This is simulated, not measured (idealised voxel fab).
You're looking at the process module voxel spacer lines.
This is section cut - it's 220 nm across, gridded in 5 nm square cells.
Square cells in a grid make up a cross-section in this document, and the grid is given as bands, listed from the top down, each one or more rows of cells.
The entry gives the band's vertical extent as a top height and a bottom height in nm, then its horizontal make-up as materials from left to right, each with a width in nm. "blank" stands for empty space; a single material marked "throughout" fills the band edge to edge.
Beneath 0, the wafer as received is one material, and that level is where height counting begins. The lowest band goes on downward without a bottom; it is written like "0 and below".
Read "30..40" as a graded width: first number on top, second number at the bottom, same change between each pair of neighbouring rows.
When a step is marked "no modifications", none of the cells in the cross-section changed during that step.
"Voids, enclosed" lists enclosed empty spaces (at least 8 cells, no open path upward to the top), each as width x height at distance from the left edge, in nm.
Post-settings text on a step line: simulator's own remark regarding the step.
On any step carrying a mask, the "overlay nm" setting, if present on the step's line, tells how far right of its planned place the mask lay; negative values point to the left.

-- So here's the lineup of process steps we planned
1,RECEIVE (material Si)
2,CONFORMAL_DEP (material Al2O3; thk nm 10)
3,DIRECTIONAL_DEP (material TiN; thk nm 15)
4,DIRECTIONAL_DEP (material polySi; thk nm 30)
5,PATTERN (tone cover; mask id MANDREL; material resist; width nm 25; pitch nm 70; thk nm 35; overlay nm 0)
6,DIRECTIONAL_ETCH (etch materials polySi; depth nm 30)
7,STRIP (etch materials resist)
8,CONFORMAL_DEP (material SiO2; thk nm 10)
9,DIRECTIONAL_ETCH (etch materials SiO2; depth nm 10)
10,STRIP (etch materials polySi)
11,DIRECTIONAL_ETCH (etch materials TiN; depth nm 15)
12,STRIP (etch materials SiO2)
13,FILL_DEP (material SiO2; thk nm 5)
14,CMP (height nm 25)

-- So, the first of our two wafers, run just as we planned it

-- Delivered wafer in cross-section: state after step 1
  0 and below: Si throughout
  Voids, enclosed: none

-- Step 2 done - wafer cross-section
  10 down to 0: Al2O3 throughout
  Note: structure below 0 unchanged.

-- Step 3 done - wafer cross-section
  25 down to 10: TiN throughout
  Note: structure below 10 unchanged.

-- Step 4 done - wafer cross-section
  55 down to 25: polySi throughout
  Note: structure below 25 unchanged.

-- Step 5 done - wafer cross-section
  90 down to 55: blank: 60, resist: 25, blank: 45, resist: 25, blank: 65
  Note: structure below 55 unchanged.

-- Step 6 done - wafer cross-section
  90 down to 55: blank: 60, resist: 25, blank: 45, resist: 25, blank: 65
  55 down to 25: blank: 60, polySi: 25, blank: 45, polySi: 25, blank: 65
  Note: structure below 25 unchanged.

-- Step 7 done - wafer cross-section
  55 down to 25: blank: 60, polySi: 25, blank: 45, polySi: 25, blank: 65
  Note: structure below 25 unchanged.

-- Step 8 done - wafer cross-section
  65 down to 55: blank: 50, SiO2: 45, blank: 25, SiO2: 45, blank: 55
  55 down to 35: blank: 50, SiO2: 10, polySi: 25, SiO2: 10, blank: 25, SiO2: 10, polySi: 25, SiO2: 10, blank: 55
  35 down to 25: SiO2: 60, polySi: 25, SiO2: 45, polySi: 25, SiO2: 65
  Note: structure below 25 unchanged.

-- Step 9 done - wafer cross-section
  55 down to 25: blank: 50, SiO2: 10, polySi: 25, SiO2: 10, blank: 25, SiO2: 10, polySi: 25, SiO2: 10, blank: 55
  Note: structure below 25 unchanged.

-- Step 10 done - wafer cross-section
  55 down to 25: blank: 50, SiO2: 10, blank: 25, SiO2: 10, blank: 25, SiO2: 10, blank: 25, SiO2: 10, blank: 55
  Note: structure below 25 unchanged.

-- Step 11 done - wafer cross-section
  55 down to 25: blank: 50, SiO2: 10, blank: 25, SiO2: 10, blank: 25, SiO2: 10, blank: 25, SiO2: 10, blank: 55
  25 down to 10: blank: 50, TiN: 10, blank: 25, TiN: 10, blank: 25, TiN: 10, blank: 25, TiN: 10, blank: 55
  Note: structure below 10 unchanged.

-- Step 12 done - wafer cross-section
  25 down to 10: blank: 50, TiN: 10, blank: 25, TiN: 10, blank: 25, TiN: 10, blank: 25, TiN: 10, blank: 55
  Note: structure below 10 unchanged.

-- Step 13 done - wafer cross-section
  30 down to 25: SiO2 throughout
  25 down to 10: SiO2: 50, TiN: 10, SiO2: 25, TiN: 10, SiO2: 25, TiN: 10, SiO2: 25, TiN: 10, SiO2: 55
  Note: structure below 10 unchanged.

-- Step 14 done - wafer cross-section
  25 down to 10: SiO2: 50, TiN: 10, SiO2: 25, TiN: 10, SiO2: 25, TiN: 10, SiO2: 25, TiN: 10, SiO2: 55
  Note: structure below 10 unchanged.

-- What follows concerns the second wafer, which started out like the first and was meant to follow the very same plan; one mistake crept in when it was run, but everything up to and including step 4 is the same as for the first wafer

-- Second wafer profile in section, at the moment step 5 of the plan was meant to be complete
  90 down to 55: blank: 50, resist: 25, blank: 45, resist: 25, blank: 75
  Note: structure below 55 unchanged.

-- Second wafer profile in section, at the moment step 6 of the plan was meant to be complete
  90 down to 55: blank: 50, resist: 25, blank: 45, resist: 25, blank: 75
  55 down to 25: blank: 50, polySi: 25, blank: 45, polySi: 25, blank: 75
  Note: structure below 25 unchanged.

-- Second wafer profile in section, at the moment step 7 of the plan was meant to be complete
  55 down to 25: blank: 50, polySi: 25, blank: 45, polySi: 25, blank: 75
  Note: structure below 25 unchanged.

-- Second wafer profile in section, at the moment step 8 of the plan was meant to be complete
  65 down to 55: blank: 40, SiO2: 45, blank: 25, SiO2: 45, blank: 65
  55 down to 35: blank: 40, SiO2: 10, polySi: 25, SiO2: 10, blank: 25, SiO2: 10, polySi: 25, SiO2: 10, blank: 65
  35 down to 25: SiO2: 50, polySi: 25, SiO2: 45, polySi: 25, SiO2: 75
  Note: structure below 25 unchanged.

-- Second wafer profile in section, at the moment step 9 of the plan was meant to be complete
  55 down to 25: blank: 40, SiO2: 10, polySi: 25, SiO2: 10, blank: 25, SiO2: 10, polySi: 25, SiO2: 10, blank: 65
  Note: structure below 25 unchanged.

-- Second wafer profile in section, at the moment step 10 of the plan was meant to be complete
  55 down to 25: blank: 40, SiO2: 10, blank: 25, SiO2: 10, blank: 25, SiO2: 10, blank: 25, SiO2: 10, blank: 65
  Note: structure below 25 unchanged.

-- Second wafer profile in section, at the moment step 11 of the plan was meant to be complete
  55 down to 25: blank: 40, SiO2: 10, blank: 25, SiO2: 10, blank: 25, SiO2: 10, blank: 25, SiO2: 10, blank: 65
  25 down to 10: blank: 40, TiN: 10, blank: 25, TiN: 10, blank: 25, TiN: 10, blank: 25, TiN: 10, blank: 65
  Note: structure below 10 unchanged.

-- Second wafer profile in section, at the moment step 12 of the plan was meant to be complete
  25 down to 10: blank: 40, TiN: 10, blank: 25, TiN: 10, blank: 25, TiN: 10, blank: 25, TiN: 10, blank: 65
  Note: structure below 10 unchanged.

-- Second wafer profile in section, at the moment step 13 of the plan was meant to be complete
  30 down to 25: SiO2 throughout
  25 down to 10: SiO2: 40, TiN: 10, SiO2: 25, TiN: 10, SiO2: 25, TiN: 10, SiO2: 25, TiN: 10, SiO2: 65
  Note: structure below 10 unchanged.

-- Second wafer profile in section, at the moment step 14 of the plan was meant to be complete
  25 down to 10: SiO2: 40, TiN: 10, SiO2: 25, TiN: 10, SiO2: 25, TiN: 10, SiO2: 25, TiN: 10, SiO2: 65
  Note: structure below 10 unchanged.
Deviation noted in wafer processing: note that step 5 departed from the planned setting and was carried out as PATTERN (tone cover; mask id MANDREL; material resist; width nm 25; pitch nm 70; thk nm 35; overlay nm -10)
At the end, each material covers as many cells on the second wafer as it does on the first, though the cells it covers are elsewhere.
